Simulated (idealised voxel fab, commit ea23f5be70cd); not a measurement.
Proc. module: voxel released beams
Cross-section cut: width 270 nm, square cells of 5 nm.
Format of a cross-section: grid, square cells. Given as bands. Order: top down. Band: one or more rows of cells.
The entry gives the band's vertical extent as a top height and a bottom height in nm, then its horizontal make-up as materials from left to right, each with a width in nm. "blank" stands for empty space; a single material marked "full width" fills the band edge to edge.
A quick word on heights: they are counted from 0, and under that level the wafer as it came to us is one material throughout. The lowest band is different from the rest in having no bottom; it simply continues downward, written as in "0 nm and below".
The notation "30 to 40" denotes a width that varies across the rows of cells in the band, beginning at the first number in the top row, finishing at the second number in the bottom row, and changing by an identical amount from each row to the next.
Key: "remains unaltered" - step with no changed cell in the cross-section.
What "Voids, fully enclosed" gives you is every empty space of 8 cells or more that is cut off from the top. Each appears as width x height at distance, with the distance taken from the left edge and width, height and distance all in nm.
It should be noted that, on the line of a given step, the content following the step's settings is a remark produced by the simulator itself with respect to that step.
A step line may carry the setting "overlay nm", which, for steps involving a mask, states the distance by which the mask lay to the right of its intended position; negative values denote displacement to the left.

The planned process steps are enumerated hereunder
step 1: RECEIVE | material Si
step 2: CONFORMAL_DEP | material Al2O3 | thk nm 10
step 3: DIRECTIONAL_DEP | material SiO2 | thk nm 10
step 4: PATTERN | tone open | mask id ANCHOR | material resist | width nm 40 | thk nm 20 | overlay nm 0
step 5: DIRECTIONAL_ETCH | etch materials SiO2 | depth nm 10
step 6: STRIP | etch materials resist
step 7: CONFORMAL_DEP | material SiN | thk nm 15
step 8: DIRECTIONAL_DEP | material aC | thk nm 15
step 9: PATTERN | tone cover | mask id BEAM | material resist | width nm 110 | thk nm 35 | overlay nm 0
step 10: DIRECTIONAL_ETCH | etch materials aC | depth nm 15
step 11: STRIP | etch materials resist
step 12: DIRECTIONAL_ETCH | etch materials SiN | depth nm 15
step 13: STRIP | etch materials aC
step 14: STRIP | etch materials SiO2

Delivered wafer in cross-section: state after step 1
  0 nm and below | Si full width
  Voids, fully enclosed: none

The following cross-section depicts the wafer upon conclusion of the module. Processing commenced from the starting condition illustrated above and adhered to the plan illustrated above, save for one mistake in execution
  50 nm to 35 nm | 75 nm blank / 110 nm SiN / 85 nm blank
  35 nm to 20 nm | SiN full width
  20 nm to 10 nm | 80 nm SiO2 / 40 nm SiN / 150 nm SiO2
  10 nm to 0 nm | Al2O3 full width
  0 nm and below | Si full width
  Voids, fully enclosed: none
The mistake made against the process plan was this: it should be noted that step 7 of the plan was executed twice
